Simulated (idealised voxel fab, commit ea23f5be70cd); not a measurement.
Title: Process Module voxel transistor to metal
Pictured: cross-section cut, 210 nm wide, on a grid of 5 nm square cells.
Cross-section layout: square cells on a grid; listed as bands, top to bottom; a band spans one or more cell rows.
Heights first: top, then bottom, in nm. Then materials, left to right, each with a width in nm. "everywhere" on a single material: fills the band edge to edge. "blank": empty space.
A quick word on heights: they are counted from 0, and under that level the wafer as it came to us is one material throughout. The lowest band is different from the rest in having no bottom; it simply continues downward, written as in "0 -> down".
The two numbers in a width such as "30 to 40" mark its ends across the band: the first belongs to the top row of cells, the second to the bottom row, and from each row to the next the width moves by the same amount.
Key: "all unchanged" - step with no changed cell in the cross-section.
What "Enclosed empty spaces" gives you is every empty space of 8 cells or more that is cut off from the top. Each appears as width x height at distance, with the distance taken from the left edge and width, height and distance all in nm.
Where a step's line continues beyond its settings, the continuation is a remark by the simulator itself on that step.
A step line may carry the setting "overlay nm", which, for steps involving a mask, states the distance by which the mask lay to the right of its intended position; negative values denote displacement to the left.

# Listed below are the process steps as planned
- 1: RECEIVE: material Si
- 2: OXIDIZE: depth nm 5
- 3: CONFORMAL_DEP: material SiN, thk nm 10
- 4: DIRECTIONAL_DEP: material aC, thk nm 10
- 5: PATTERN: tone cover, mask id ACTIVE, material resist, width nm 120, thk nm 25, overlay nm 0
- 6: DIRECTIONAL_ETCH: etch materials aC, depth nm 10
- 7: STRIP: etch materials resist
- 8: DIRECTIONAL_ETCH: etch materials SiN, depth nm 10
- 9: DIRECTIONAL_ETCH: etch materials SiO2, depth nm 5
- 10: DIRECTIONAL_ETCH: etch materials Si, depth nm 30
- 11: STRIP: etch materials aC
- 12: OXIDIZE: depth nm 5
- 13: FILL_DEP: material SiO2, thk nm 5
- 14: CMP: height nm 10
- 15: SELECTIVE_ETCH: etch materials SiO2, depth nm 5
- 16: STRIP: etch materials SiN
- 17: SELECTIVE_ETCH: etch materials SiO2, depth nm 5
- 18: OXIDIZE: depth nm 5
- 19: DIRECTIONAL_DEP: material polySi, thk nm 20
- 20: DIRECTIONAL_DEP: material SiCN, thk nm 10
- 21: DIRECTIONAL_DEP: material aC, thk nm 10
- 22: PATTERN: tone cover, mask id GATE, material resist, width nm 30, thk nm 30, overlay nm 0
- 23: DIRECTIONAL_ETCH: etch materials aC, depth nm 10
- 24: STRIP: etch materials resist
- 25: DIRECTIONAL_ETCH: etch materials SiCN, depth nm 20
- 26: DIRECTIONAL_ETCH: etch materials polySi, depth nm 30
- 27: STRIP: etch materials aC
- 28: CONFORMAL_DEP: material SiO2, thk nm 5
- 29: DIRECTIONAL_ETCH: etch materials SiO2, depth nm 5
- 30: CONFORMAL_DEP: material SiN, thk nm 10
- 31: DIRECTIONAL_ETCH: etch materials SiN, depth nm 10
- 32: DIRECTIONAL_ETCH: etch materials SiO2, depth nm 5
- 33: DIRECTIONAL_ETCH: etch materials Si, depth nm 5
- 34: EPI: material pSi, thk nm 10
- 35: FILL_DEP: material SiO2, thk nm 10
- 36: CMP: height nm 15
- 37: STRIP: etch materials polySi
- 38: SELECTIVE_ETCH: etch materials SiO2, depth nm 5
- 39: CONFORMAL_DEP: material HfO2, thk nm 5
- 40: CONFORMAL_DEP: material TiN, thk nm 5
- 41: FILL_DEP: material W, thk nm 10
- 42: CMP: height nm 10
- 43: DIRECTIONAL_DEP: material SiO2, thk nm 15
- 44: DIRECTIONAL_DEP: material aC, thk nm 15
- 45: PATTERN: tone open, mask id CONTACT, material resist, width nm 15, pitch nm 85, thk nm 35, overlay nm 0
- 46: DIRECTIONAL_ETCH: etch materials aC, depth nm 15
- 47: STRIP: etch materials resist
- 48: DIRECTIONAL_ETCH: etch materials SiO2, depth nm 25
- 49: STRIP: etch materials aC
- 50: CONFORMAL_DEP: material TiN, thk nm 5
- 51: FILL_DEP: material W, thk nm 10
- 52: CMP: height nm 25
- 53: CONFORMAL_DEP: material SiN, thk nm 5
- 54: DIRECTIONAL_DEP: material SiO2, thk nm 20
- 55: MASKED_ETCH: tone open, mask id METAL_1, width nm 15, pitch nm 85, etch materials SiO2, depth nm 20, overlay nm 0
- 56: MASKED_ETCH: tone open, mask id METAL_1, width nm 15, pitch nm 85, etch materials SiN, depth nm 5, overlay nm 0
- 57: CONFORMAL_DEP: material TiN, thk nm 5
- 58: FILL_DEP: material Cu, thk nm 10
- 59: CMP: height nm 50
- 60: CONFORMAL_DEP: material SiCN, thk nm 5
- 61: DIRECTIONAL_DEP: material SiO2, thk nm 25
- 62: DIRECTIONAL_DEP: material aC, thk nm 10
- 63: PATTERN: tone open, mask id METAL_2, material resist, width nm 15, pitch nm 85, thk nm 30, overlay nm 0
- 64: DIRECTIONAL_ETCH: etch materials aC, depth nm 10
- 65: STRIP: etch materials resist
- 66: DIRECTIONAL_ETCH: etch materials SiO2, depth nm 15
- 67: STRIP: etch materials aC
- 68: PATTERN: tone open, mask id METAL_2_HOLES, material resist, width nm 15, pitch nm 85, thk nm 15, overlay nm 0
- 69: DIRECTIONAL_ETCH: etch materials SiO2, depth nm 10
- 70: DIRECTIONAL_ETCH: etch materials SiCN, depth nm 5
- 71: STRIP: etch materials resist
- 72: CONFORMAL_DEP: material TiN, thk nm 5
- 73: FILL_DEP: material Cu, thk nm 5
- 74: CMP: height nm 80
- 75: CONFORMAL_DEP: material SiN, thk nm 5

# Here's what the wafer looked like in cross-section when it arrived - that's after step 1
0 -> down: Si everywhere
Enclosed empty spaces: none

# The first of two wafers, cross-sectioned at the end of the module, with the run proceeding as planned
85 -> 80: SiN everywhere
80 -> 55: SiO2 55 nm, then TiN 5 nm, then Cu 5 nm, then TiN 5 nm, then SiO2 70 nm, then TiN 5 nm, then Cu 5 nm, then TiN 5 nm, then SiO2 55 nm
55 -> 50: SiCN 55 nm, then TiN 15 nm, then SiCN 70 nm, then TiN 15 nm, then SiCN 55 nm
50 -> 30: SiO2 55 nm, then TiN 5 nm, then Cu 5 nm, then TiN 5 nm, then SiO2 70 nm, then TiN 5 nm, then Cu 5 nm, then TiN 5 nm, then SiO2 55 nm
30 -> 25: SiN 55 nm, then TiN 15 nm, then SiN 70 nm, then TiN 15 nm, then SiN 55 nm
25 -> 10: SiO2 55 nm, then TiN 5 nm, then W 5 nm, then TiN 5 nm, then SiO2 70 nm, then TiN 5 nm, then W 5 nm, then TiN 5 nm, then SiO2 55 nm
10 -> 5: SiO2 55 nm, then TiN 5 nm, then W 5 nm, then TiN 5 nm, then SiO2 5 nm, then SiN 10 nm, then HfO2 5 nm, then TiN 5 nm, then W 20 nm, then TiN 5 nm, then HfO2 5 nm, then SiN 10 nm, then SiO2 5 nm, then TiN 5 nm, then W 5 nm, then TiN 5 nm, then SiO2 55 nm
5 -> 0: SiO2 55 nm, then TiN 15 nm, then SiO2 5 nm, then SiN 10 nm, then HfO2 5 nm, then TiN 5 nm, then W 20 nm, then TiN 5 nm, then HfO2 5 nm, then SiN 10 nm, then SiO2 5 nm, then TiN 15 nm, then SiO2 55 nm
0 -> -5: SiO2 45 nm, then SiN 10 nm, then pSi 20 nm, then SiN 10 nm, then HfO2 5 nm, then TiN 30 nm, then HfO2 5 nm, then SiN 10 nm, then pSi 20 nm, then SiN 10 nm, then SiO2 45 nm
-5 -> -10: SiO2 55 nm, then pSi 20 nm, then SiO2 10 nm, then HfO2 40 nm, then SiO2 10 nm, then pSi 20 nm, then SiO2 55 nm
-10 -> -15: SiO2 50 nm, then Si 5 nm, then pSi 20 nm, then Si 60 nm, then pSi 20 nm, then Si 5 nm, then SiO2 50 nm
-15 -> -40: SiO2 50 nm, then Si 110 nm, then SiO2 50 nm
-40 -> down: Si everywhere
Enclosed empty spaces: none

# Cross-sectional image of the second wafer of the two following completion of the module. Starting state and process plan were the same as for the first wafer; one execution error occurred
85 -> 80: SiN everywhere
80 -> 55: SiO2 55 nm, then TiN 5 nm, then Cu 5 nm, then TiN 5 nm, then SiO2 70 nm, then TiN 5 nm, then Cu 5 nm, then TiN 5 nm, then SiO2 55 nm
55 -> 50: SiCN 55 nm, then TiN 15 nm, then SiCN 70 nm, then TiN 15 nm, then SiCN 55 nm
50 -> 35: SiO2 55 nm, then TiN 5 nm, then Cu 5 nm, then TiN 5 nm, then SiO2 70 nm, then TiN 5 nm, then Cu 5 nm, then TiN 5 nm, then SiO2 55 nm
35 -> 30: SiO2 55 nm, then TiN 15 nm, then SiO2 70 nm, then TiN 15 nm, then SiO2 55 nm
30 -> 25: SiN 65 nm, then TiN 5 nm, then SiN 80 nm, then TiN 5 nm, then SiN 55 nm
25 -> 10: SiO2 55 nm, then TiN 5 nm, then W 5 nm, then TiN 5 nm, then SiO2 70 nm, then TiN 5 nm, then W 5 nm, then TiN 5 nm, then SiO2 55 nm
10 -> 5: SiO2 55 nm, then TiN 5 nm, then W 5 nm, then TiN 5 nm, then SiO2 5 nm, then SiN 10 nm, then HfO2 5 nm, then TiN 5 nm, then W 20 nm, then TiN 5 nm, then HfO2 5 nm, then SiN 10 nm, then SiO2 5 nm, then TiN 5 nm, then W 5 nm, then TiN 5 nm, then SiO2 55 nm
5 -> 0: SiO2 55 nm, then TiN 15 nm, then SiO2 5 nm, then SiN 10 nm, then HfO2 5 nm, then TiN 5 nm, then W 20 nm, then TiN 5 nm, then HfO2 5 nm, then SiN 10 nm, then SiO2 5 nm, then TiN 15 nm, then SiO2 55 nm
0 -> -5: SiO2 45 nm, then SiN 10 nm, then pSi 20 nm, then SiN 10 nm, then HfO2 5 nm, then TiN 30 nm, then HfO2 5 nm, then SiN 10 nm, then pSi 20 nm, then SiN 10 nm, then SiO2 45 nm
-5 -> -10: SiO2 55 nm, then pSi 20 nm, then SiO2 10 nm, then HfO2 40 nm, then SiO2 10 nm, then pSi 20 nm, then SiO2 55 nm
-10 -> -15: SiO2 50 nm, then Si 5 nm, then pSi 20 nm, then Si 60 nm, then pSi 20 nm, then Si 5 nm, then SiO2 50 nm
-15 -> -40: SiO2 50 nm, then Si 110 nm, then SiO2 50 nm
-40 -> down: Si everywhere
Enclosed empty spaces: none
Which mistake was made when the wafer was run? step 56: run off-plan, actual operation and settings MASKED_ETCH: tone open, mask id METAL_1, width nm 15, pitch nm 85, etch materials SiN, depth nm 5, overlay nm 10
Final cells, second wafer relative to first, materials higher or lower: -2 Cu; +4 SiN; -2 TiN
